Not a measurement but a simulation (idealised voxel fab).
The process module that follows is named voxel released beams.
We display cut, a cross-section 170 nm in width whose square cells are each 5 nm.
Cross-section = grid of square cells, listed top down in bands; band = one or more rows. Look at the band entry: it leads with the top's height and the bottom's height in nm. Then it lists the materials left to right, with a width in nm for each. The word "all across" on a single material says that material fills the band edge to edge. The word "air" is empty space. Height reference: 0 = level under which incoming wafer is all one material. Lowest band: no bottom, runs on downward, e.g. "0 nm and below". A width given as "30..40" starts at the first number in the band's top row and ends at the second number in its bottom row, shifting by an equal amount at every step from row to row. Reading "nothing changed" for a step: not a cell of the cross-section changed in it. Voids not open to the top, 8 cells minimum: see "Cavities, sealed". Written width x height at distance; distance is from the left edge; nm. Whatever follows a step's settings on its line is a remark the simulator itself makes about that step. "overlay nm", when on a step's line for a step with a mask, measures how far to the right of its planned place the mask lay; a negative measure means to the left.
-- The following list gives the planned process steps
step 1: RECEIVE: material Si
step 2: CONFORMAL_DEP: material Al2O3, thk nm 5
step 3: DIRECTIONAL_DEP: material SiO2, thk nm 20
step 4: PATTERN: tone open, mask id ANCHOR, material resist, width nm 40, thk nm 20, overlay nm 0
step 5: DIRECTIONAL_ETCH: etch materials SiO2, depth nm 20
step 6: STRIP: etch materials resist
step 7: CONFORMAL_DEP: material SiN, thk nm 15
step 8: MASKED_ETCH: tone cover, mask id BEAM, width nm 85, etch materials SiN, depth nm 15, overlay nm 0
step 9: STRIP: etch materials SiO2
-- Step 1 complete: cross-section of the wafer as received
- 0 nm and below: Si all across
- Cavities, sealed: none
-- The cross-section shown corresponds to the wafer at the conclusion of the module. The initial structure and the process plan are those presented above; however, one mistake occurred in executing the plan
- 40 nm to 25 nm: air 40 / SiN 20 / air 10 / SiN 60 / air 40
- 25 nm to 20 nm: air 45 / SiN 15 / air 10 / SiN 15 / air 85
- 20 nm to 5 nm: air 45 / SiN 40 / air 85
- 5 nm to 0 nm: Al2O3 all across
- 0 nm and below: Si all across
- Cavities, sealed: none
Diagnosis: step 8: run off-plan, actual operation and settings MASKED_ETCH: tone cover, mask id BEAM, width nm 90, etch materials SiN, depth nm 15, overlay nm 0
